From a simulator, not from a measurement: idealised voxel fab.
You're looking at the process module voxel gate over fins.
The cross-section on display is named cut; it measures 205 nm wide, and its cells are 5 nm squares.
If you're reading a cross-section in this doc, picture square cells in a grid; it comes to you as bands, top ones listed first down to the bottom, and a band can be one or more rows of cells. First you get the band's top height and its bottom height, in nm, and then the materials it's made of, left to right, with each width in nm. If you see a single material with "edge to edge", that one covers the band edge to edge. "air" is empty space. The level at which height equals 0 is the one under which the wafer, as it arrives, is entirely one material. No lower edge exists for the bottom band, which continues downward and is notated as in "0 down". Width: "30->40" (first number = top row, second number = bottom row, same change from row to row of cells). For the purposes of this document, the phrase "no modification" attached to a step denotes that no cell within the cross-section was modified by that step. Closed empty spaces (no open way to the top) of 8 cells or more are what "Unvented cavities" lists, each as width x height at distance from the left edge, nm for all three. Step line, after settings: the simulator's comment on this step. "overlay nm", when on a step's line for a step with a mask, measures how far to the right of its planned place the mask lay; a negative measure means to the left.
[Steps planned for the process]
1. RECEIVE, material Si
2. CONFORMAL_DEP, material SiN, thk nm 5
3. MASKED_ETCH, tone cover, mask id FINS, width nm 15, pitch nm 55, etch materials SiN, depth nm 5, overlay nm -15
4. MASKED_ETCH, tone cover, mask id FINS, width nm 15, pitch nm 55, etch materials Si, depth nm 35, overlay nm 0
5. OXIDIZE, depth nm 5
6. FILL_DEP, material SiO2, thk nm 10
7. CMP, height nm 5
8. DIRECTIONAL_DEP, material aC, thk nm 15
9. PATTERN, tone open, mask id RAIL, material resist, width nm 15, thk nm 35, overlay nm 0
10. DIRECTIONAL_ETCH, etch materials aC, depth nm 15
11. STRIP, etch materials resist
12. DIRECTIONAL_ETCH, etch materials SiO2, depth nm 35
13. STRIP, etch materials aC
14. CONFORMAL_DEP, material TiN, thk nm 5
15. FILL_DEP, material Ru, thk nm 5
16. CMP, height nm 5
17. SELECTIVE_ETCH, etch materials W Ru TiN, depth nm 30
18. FILL_DEP, material SiO2, thk nm 5
19. CMP, height nm 5
20. SELECTIVE_ETCH, etch materials SiO2, depth nm 20
21. STRIP, etch materials SiN
22. CONFORMAL_DEP, material HfO2, thk nm 5
23. CONFORMAL_DEP, material TiN, thk nm 5
24. FILL_DEP, material W, thk nm 15
25. CMP, height nm 20
26. CONFORMAL_DEP, material SiCN, thk nm 5
The overlay nm used in step 3 is not the same on every wafer, whereas the starting condition is; the value printed in the plan is the first wafer's.
[The first of several wafers in cross-section, exactly as it reached us after step 1]
- 0 down | Si edge to edge
- Unvented cavities: none
[Per wafer, end of module: cells gained (+) or lost (-) per material since receipt, then closed voids]
overlay nm -15, +59 HfO2, -241 Si, +41 SiCN, +142 SiO2, +62 TiN, +142 W, Unvented cavities: none
overlay nm -10, +59 HfO2, -262 Si, +41 SiCN, +157 SiO2, +62 TiN, +148 W, Unvented cavities: none
overlay nm -5, +59 HfO2, -283 Si, +41 SiCN, +172 SiO2, +62 TiN, +154 W, Unvented cavities: none
overlay nm 0, +59 HfO2, -304 Si, +41 SiCN, +187 SiO2, +62 TiN, +160 W, Unvented cavities: none
overlay nm 5, +59 HfO2, -283 Si, +41 SiCN, +172 SiO2, +62 TiN, +154 W, Unvented cavities: none
overlay nm 10, +59 HfO2, -262 Si, +41 SiCN, +157 SiO2, +62 TiN, +148 W, Unvented cavities: none
overlay nm 15, +59 HfO2, -241 Si, +41 SiCN, +143 SiO2, +61 TiN, +142 W, Unvented cavities: none
